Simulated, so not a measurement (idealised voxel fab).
Process module in this document: voxel air gaps
Each square cell in cross-section cut measures 5 nm, and the section as a whole is 300 nm wide.
Cross-section, as written here: a square-cell grid given band by band from the top down, where a band holds one or more rows of cells. Top, bottom (nm), then materials left to right with widths (nm); lone material tagged "full width" fills the whole band edge to edge; "blank" = empty space. It should be noted that heights are counted from 0, beneath which the wafer as supplied is of one material throughout, and that the lowest band possesses no lower boundary but continues downward, as written in "from 0 down". The expression "30 to 40" gives the width at the extremes of the band, the first number at its top row of cells and the second at its bottom row, with the width changing by equal amounts from each row to the next in between. You'll sometimes find "remained unchanged" written for a step, and that's the way of saying that nowhere in the cross-section did a cell change during that step. In the "Closed void register" entry, you get each enclosed empty space of 8 cells or more, one with no open way to the top, written width x height at distance, distance from the left edge, in nm. Formally, on a step line, whatever follows the settings is a remark that the simulator itself makes on the step. overlay nm: where the mask lay relative to plan, measured to the right, on steps with a mask; negatives go left.
### Steps planned for the process
1) RECEIVE [material Si]
2) CONFORMAL_DEP [material SiO2] [thk nm 10]
3) CONFORMAL_DEP [material SiN] [thk nm 5]
4) DIRECTIONAL_DEP [material lowk] [thk nm 40]
5) MASKED_ETCH [tone open] [mask id LINES] [width nm 15] [pitch nm 45] [etch materials lowk] [depth nm 40] [overlay nm 0]
6) CONFORMAL_DEP [material TiN] [thk nm 5]
7) FILL_DEP [material Ru] [thk nm 10]
8) CMP [height nm 55]
9) EPI [material Ru] [thk nm 10]
10) SELECTIVE_ETCH [etch materials lowk] [depth nm 50]
11) CONFORMAL_DEP [material SiN] [thk nm 5]
### Incoming wafer, cross-sectional view, post step 1
- from 0 down | Si full width
- Closed void register: none
### Result of the module, cross-sectioned: start per above, plan per above, one error in how it was run
- from 70 to 65 | SiN full width
- from 65 to 55 | Ru full width
- from 55 to 20 | Ru 90 nm, then TiN 5 nm, then lowk 15 nm, then TiN 5 nm, then Ru 20 nm, then TiN 5 nm, then lowk 15 nm, then TiN 5 nm, then Ru 20 nm, then TiN 5 nm, then lowk 15 nm, then TiN 5 nm, then Ru 95 nm
- from 20 to 15 | TiN 95 nm, then lowk 15 nm, then TiN 30 nm, then lowk 15 nm, then TiN 30 nm, then lowk 15 nm, then TiN 100 nm
- from 15 to 10 | SiN full width
- from 10 to 0 | SiO2 full width
- from 0 down | Si full width
- Closed void register: none
Against the plan, the run slipped here: step 5, actual vs plan mismatch, actual run MASKED_ETCH [tone cover] [mask id LINES] [width nm 15] [pitch nm 45] [etch materials lowk] [depth nm 40] [overlay nm 0]
